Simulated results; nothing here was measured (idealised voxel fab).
process module | voxel transistor to metal
cross-section cut | 155 nm wide | cells 5 nm
A cross-section is a grid of square cells, given in bands from the top down. A band is one or more rows of cells.
Each band's line starts with the height of the band's top and of its bottom, in nm. Then come its materials from left to right, each with its width in nm. One material with "throughout" fills the band from edge to edge. "air" is empty space.
Height 0 is the level under which the wafer as received is all one material. The lowest band goes on downwards, as in "0 down".
A width such as "30 to 40" changes by the same amount from each row of cells to the next, from the band's top row to its bottom row.
"no change" after a step means that no cell of the cross-section changed.
closed voids: empty space of 8 cells or more with no open way to the top, each as width x height at its distance from the left edge, in nm
after a step's settings: what the simulator itself notes on the step
overlay nm, on a step with a mask: how far to the right of its planned place the mask lay; to the left if negative
plan
1 op RECEIVE | material Si
2 op CONFORMAL_DEP | material SiO2 | thk nm 5
3 op CONFORMAL_DEP | material SiN | thk nm 15
4 op MASKED_ETCH | tone cover | mask id ACTIVE | width nm 120 | etch materials SiN | depth nm 15 | overlay nm 0
5 op MASKED_ETCH | tone cover | mask id ACTIVE | width nm 120 | etch materials SiO2 | depth nm 5 | overlay nm 0
6 op MASKED_ETCH | tone cover | mask id ACTIVE | width nm 120 | etch materials Si | depth nm 20 | overlay nm 0
7 op FILL_DEP | material SiO2 | thk nm 5
8 op CMP | height nm 20
9 op SELECTIVE_ETCH | etch materials SiO2 | depth nm 10
10 op STRIP | etch materials SiN
11 op SELECTIVE_ETCH | etch materials SiO2 | depth nm 5
12 op OXIDIZE | depth nm 5
13 op DIRECTIONAL_DEP | material polySi | thk nm 20
14 op DIRECTIONAL_DEP | material SiCN | thk nm 15
15 op PATTERN | tone cover | mask id GATE | material resist | width nm 30 | thk nm 15 | overlay nm 0
16 op DIRECTIONAL_ETCH | etch materials SiCN | depth nm 25
17 op DIRECTIONAL_ETCH | etch materials polySi | depth nm 30
18 op STRIP | etch materials resist
19 op CONFORMAL_DEP | material SiN | thk nm 5
20 op DIRECTIONAL_ETCH | etch materials SiN | depth nm 5
21 op DIRECTIONAL_ETCH | etch materials SiO2 | depth nm 5
22 op DIRECTIONAL_ETCH | etch materials Si | depth nm 15
23 op EPI | material SiGe | thk nm 15
24 op FILL_DEP | material SiO2 | thk nm 10
25 op CMP | height nm 20
26 op STRIP | etch materials polySi
27 op SELECTIVE_ETCH | etch materials SiO2 | depth nm 5
28 op CONFORMAL_DEP | material HfO2 | thk nm 5
29 op CONFORMAL_DEP | material TiN | thk nm 5
30 op FILL_DEP | material W | thk nm 10
31 op CMP | height nm 15
32 op DIRECTIONAL_DEP | material SiO2 | thk nm 15
33 op PATTERN | tone open | mask id CONTACT | material resist | width nm 20 | pitch nm 80 | thk nm 20 | overlay nm 0
34 op DIRECTIONAL_ETCH | etch materials SiO2 | depth nm 35
35 op STRIP | etch materials resist
36 op CONFORMAL_DEP | material TiN | thk nm 5
37 op FILL_DEP | material W | thk nm 5
38 op CMP | height nm 30
39 op DIRECTIONAL_DEP | material TiN | thk nm 5
40 op DIRECTIONAL_DEP | material Ru | thk nm 25
41 op MASKED_ETCH | tone cover | mask id METAL_1 | width nm 20 | pitch nm 80 | etch materials Ru | depth nm 25 | overlay nm 0
42 op MASKED_ETCH | tone cover | mask id METAL_1 | width nm 20 | pitch nm 80 | etch materials TiN | depth nm 5 | overlay nm 0
43 op FILL_DEP | material lowk | thk nm 10
44 op CMP | height nm 60
45 op CONFORMAL_DEP | material SiCN | thk nm 5
46 op DIRECTIONAL_DEP | material SiO2 | thk nm 35
47 op MASKED_ETCH | tone open | mask id METAL_2 | width nm 20 | pitch nm 80 | etch materials SiO2 | depth nm 20 | overlay nm 0
48 op DIRECTIONAL_DEP | material aC | thk nm 10
49 op PATTERN | tone open | mask id METAL_2_HOLES | material resist | width nm 15 | pitch nm 80 | thk nm 30 | overlay nm 0
50 op DIRECTIONAL_ETCH | etch materials aC | depth nm 10
51 op STRIP | etch materials resist
52 op DIRECTIONAL_ETCH | etch materials SiO2 | depth nm 15
53 op DIRECTIONAL_ETCH | etch materials SiCN | depth nm 5
54 op STRIP | etch materials aC
55 op CONFORMAL_DEP | material TiN | thk nm 5
56 op FILL_DEP | material Cu | thk nm 10
57 op CMP | height nm 100
58 op CONFORMAL_DEP | material SiCN | thk nm 5
as received, after step 1
  0 down: Si throughout
  closed voids: none
first wafer at the end, as planned
  105 to 100: SiCN throughout
  100 to 85: SiO2 25 | TiN 5 | Cu 10 | TiN 5 | SiO2 60 | TiN 5 | Cu 10 | TiN 5 | SiO2 30
  85 to 80: SiO2 25 | TiN 5 | Cu 5 | TiN 10 | SiO2 60 | TiN 5 | Cu 5 | TiN 10 | SiO2 30
  80 to 65: SiO2 25 | TiN 5 | Cu 5 | TiN 5 | SiO2 65 | TiN 5 | Cu 5 | TiN 5 | SiO2 35
  65 to 60: SiCN 25 | TiN 15 | SiCN 65 | TiN 15 | SiCN 35
  60 to 35: lowk 25 | Ru 20 | lowk 60 | Ru 20 | lowk 30
  35 to 30: lowk 25 | TiN 20 | lowk 60 | TiN 20 | lowk 30
  30 to 15: SiO2 25 | TiN 5 | W 10 | TiN 5 | SiO2 60 | TiN 5 | W 10 | TiN 5 | SiO2 30
  15 to 10: SiO2 25 | TiN 5 | W 5 | TiN 10 | SiO2 10 | SiN 5 | HfO2 5 | TiN 5 | W 10 | TiN 5 | HfO2 5 | SiN 5 | SiO2 10 | TiN 10 | W 5 | TiN 5 | SiO2 30
  10 to 5: SiO2 25 | TiN 5 | W 5 | TiN 5 | SiGe 15 | SiN 5 | HfO2 5 | TiN 5 | W 10 | TiN 5 | HfO2 5 | SiN 5 | SiGe 15 | TiN 5 | W 5 | TiN 5 | SiO2 30
  5 to 0: SiO2 10 | SiN 5 | SiO2 10 | TiN 5 | W 5 | TiN 5 | SiGe 15 | SiN 5 | HfO2 5 | TiN 20 | HfO2 5 | SiN 5 | SiGe 15 | TiN 5 | W 5 | TiN 5 | SiO2 10 | SiN 5 | SiO2 15
  0 to -5: SiO2 25 | TiN 15 | SiGe 15 | HfO2 40 | SiGe 15 | TiN 15 | SiO2 30
  -5 to -20: SiO2 15 | SiGe 40 | Si 40 | SiGe 40 | SiO2 20
  -20 down: Si throughout
  closed voids: none
second wafer at the end: like start, like plan, one mistake
  105 to 100: SiCN throughout
  100 to 85: SiO2 25 | TiN 5 | Cu 10 | TiN 5 | SiO2 60 | TiN 5 | Cu 10 | TiN 5 | SiO2 30
  85 to 80: SiO2 25 | TiN 5 | Cu 5 | TiN 10 | SiO2 60 | TiN 5 | Cu 5 | TiN 10 | SiO2 30
  80 to 65: SiO2 25 | TiN 5 | Cu 5 | TiN 5 | SiO2 65 | TiN 5 | Cu 5 | TiN 5 | SiO2 35
  65 to 60: SiCN 25 | TiN 15 | SiCN 65 | TiN 15 | SiCN 35
  60 to 35: lowk 25 | Ru 20 | lowk 60 | Ru 20 | lowk 30
  35 to 30: lowk 25 | TiN 20 | lowk 60 | TiN 20 | lowk 30
  30 to 20: SiO2 25 | TiN 5 | W 10 | TiN 5 | SiO2 60 | TiN 5 | W 10 | TiN 5 | SiO2 30
  20 to 15: SiO2 25 | TiN 20 | SiO2 60 | TiN 20 | SiO2 30
  15 to 10: W 50 | TiN 5 | HfO2 5 | SiN 5 | SiO2 20 | SiN 5 | HfO2 5 | TiN 5 | W 55
  10 to 5: TiN 15 | W 35 | TiN 5 | HfO2 5 | SiN 5 | SiGe 20 | SiN 5 | HfO2 5 | TiN 5 | W 35 | TiN 20
  5 to 0: HfO2 10 | TiN 45 | HfO2 5 | SiN 5 | SiGe 20 | SiN 5 | HfO2 5 | TiN 45 | HfO2 15
  0 to -5: SiO2 5 | HfO2 60 | SiGe 20 | HfO2 60 | SiO2 10
  -5 to -20: SiO2 15 | Si 50 | SiGe 20 | Si 50 | SiO2 20
  -20 down: Si throughout
  closed voids: none
what went wrong: step 15 ran as: op PATTERN | tone open | mask id GATE | material resist | width nm 30 | thk nm 15 | overlay nm 0
at the end the second wafer has, in cells: 21 more of HfO2 | 36 more of Si | 42 fewer of SiGe | 2 fewer of SiN | 39 fewer of SiO2 | 5 more of TiN | 21 more of W
